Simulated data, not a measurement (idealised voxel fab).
Process module under the name voxel released beams
Cross-sectional view cut (width: 225 nm; square cell size: 5 nm).
In this document a cross-section is written as a grid of square cells. It is given as a series of bands, listed from the top down, and a band is one or more rows of cells.
In this notation a band is specified by the heights of its top and bottom, in that order and in nm, after which its materials appear from left to right, each paired with its width in nm. The word "full width" attached to a single material means that material fills the band from edge to edge; the word "air" stands for empty space.
Heights are measured from 0, the level below which the as-received wafer is all one material; the lowest band has no bottom and continues downward, written as in "from 0 down".
The notation "30..40" denotes a width that varies across the rows of cells in the band, beginning at the first number in the top row, finishing at the second number in the bottom row, and changing by an identical amount from each row to the next.
"same as before" means the step left every cell of the cross-section as it was.
Closed empty spaces (no open way to the top) of 8 cells or more are what "Enclosed internal cavities" lists, each as width x height at distance from the left edge, nm for all three.
Read whatever lies past the settings on a step's line as the simulator's own remark about the step.
A step's line can hold "overlay nm"; with a mask on that step, the setting says how far right of the planned place the mask lay, while a negative setting says it lay to the left.
Planned step list for the process
1. RECEIVE: material Si
2. CONFORMAL_DEP: material Al2O3, thk nm 5
3. DIRECTIONAL_DEP: material SiO2, thk nm 20
4. MASKED_ETCH: tone open, mask id ANCHOR, width nm 40, etch materials SiO2, depth nm 20, overlay nm -15
5. CONFORMAL_DEP: material SiN, thk nm 15
6. MASKED_ETCH: tone cover, mask id BEAM, width nm 120, etch materials SiN, depth nm 15, overlay nm 0
7. STRIP: etch materials SiO2
Variable across wafers: step 4 overlay nm (plan value is that of the first wafer; starting state common to all).
Received wafers, first of several: cross-section after step 1
    from 0 down | Si full width
    Enclosed internal cavities: none
each wafer at the end: cells of each material gained (+) or lost (-) since it was received, then its closed voids
overlay nm -15 | +45 Al2O3 | +96 SiN | Enclosed internal cavities: none
overlay nm -10 | +45 Al2O3 | +96 SiN | Enclosed internal cavities: none
overlay nm -5 | +45 Al2O3 | +96 SiN | Enclosed internal cavities: none
overlay nm 0 | +45 Al2O3 | +96 SiN | Enclosed internal cavities: none
overlay nm 5 | +45 Al2O3 | +96 SiN | Enclosed internal cavities: none
overlay nm 10 | +45 Al2O3 | +96 SiN | Enclosed internal cavities: none
overlay nm 15 | +45 Al2O3 | +96 SiN | Enclosed internal cavities: none
